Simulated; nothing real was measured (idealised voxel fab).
process module | voxel wiring stack
cross-section cut | 255 nm wide | cells 5 nm
A cross-section is a grid of square cells, given in bands from the top down. A band is one or more rows of cells.
Each band's line starts with the height of the band's top and of its bottom, in nm. Then come its materials from left to right, each with its width in nm. One material with "throughout" fills the band from edge to edge. "air" is empty space.
Height 0 is the level under which the wafer as received is all one material. The lowest band goes on downwards, as in "0 down".
A width such as "30 to 40" changes by the same amount from each row of cells to the next, from the band's top row to its bottom row.
"no change" after a step means that no cell of the cross-section changed.
closed voids: empty space of 8 cells or more with no open way to the top, each as width x height at its distance from the left edge, in nm
after a step's settings: what the simulator itself notes on the step
overlay nm, on a step with a mask: how far to the right of its planned place the mask lay; to the left if negative
plan
1 op RECEIVE | material Si
2 op CONFORMAL_DEP | material SiO2 | thk nm 15
3 op DIRECTIONAL_DEP | material TiN | thk nm 5
4 op DIRECTIONAL_DEP | material Ru | thk nm 25
5 op MASKED_ETCH | tone cover | mask id METAL_1 | width nm 25 | pitch nm 40 | etch materials Ru | depth nm 25 | overlay nm 0
6 op MASKED_ETCH | tone cover | mask id METAL_1 | width nm 25 | pitch nm 40 | etch materials TiN | depth nm 5 | overlay nm 0
7 op FILL_DEP | material SiO2 | thk nm 10
8 op CMP | height nm 45
9 op CONFORMAL_DEP | material SiCN | thk nm 5
10 op DIRECTIONAL_DEP | material lowk | thk nm 15
11 op PATTERN | tone open | mask id PLUG_1 | material resist | width nm 15 | pitch nm 40 | thk nm 15 | overlay nm 0
12 op DIRECTIONAL_ETCH | etch materials lowk | depth nm 15
13 op DIRECTIONAL_ETCH | etch materials SiCN | depth nm 5
14 op STRIP | etch materials resist
15 op EPI | material Ru | thk nm 10
16 op EPI | material Ru | thk nm 10
17 op DIRECTIONAL_DEP | material TiN | thk nm 5
18 op DIRECTIONAL_DEP | material Ru | thk nm 20
19 op PATTERN | tone cover | mask id METAL_2 | material resist | width nm 25 | pitch nm 40 | thk nm 20 | overlay nm 0
20 op DIRECTIONAL_ETCH | etch materials Ru | depth nm 20
21 op DIRECTIONAL_ETCH | etch materials TiN | depth nm 5
22 op STRIP | etch materials resist
23 op FILL_DEP | material lowk | thk nm 10
24 op CMP | height nm 90
25 op CONFORMAL_DEP | material SiN | thk nm 5
as received, after step 1
  0 down: Si throughout
  closed voids: none
a wafer at the end: this start, this plan, one mistake
  95 to 90: SiN throughout
  90 to 80: lowk 95 | Ru 25 | lowk 15 | Ru 25 | lowk 95
  80 to 75: lowk 95 | TiN 25 | lowk 15 | TiN 25 | lowk 95
  75 to 65: lowk 85 | Ru 35 | lowk 5 | Ru 35 | lowk 95
  65 to 50: lowk 95 | Ru 15 | lowk 25 | Ru 15 | lowk 105
  50 to 45: SiCN 95 | Ru 15 | SiCN 25 | Ru 15 | SiCN 105
  45 to 20: SiO2 95 | Ru 25 | SiO2 15 | Ru 25 | SiO2 95
  20 to 15: SiO2 95 | TiN 25 | SiO2 15 | TiN 25 | SiO2 95
  15 to 0: SiO2 throughout
  0 down: Si throughout
  closed voids: none
what went wrong: one of the steps 15 and 16, which are alike, was run twice
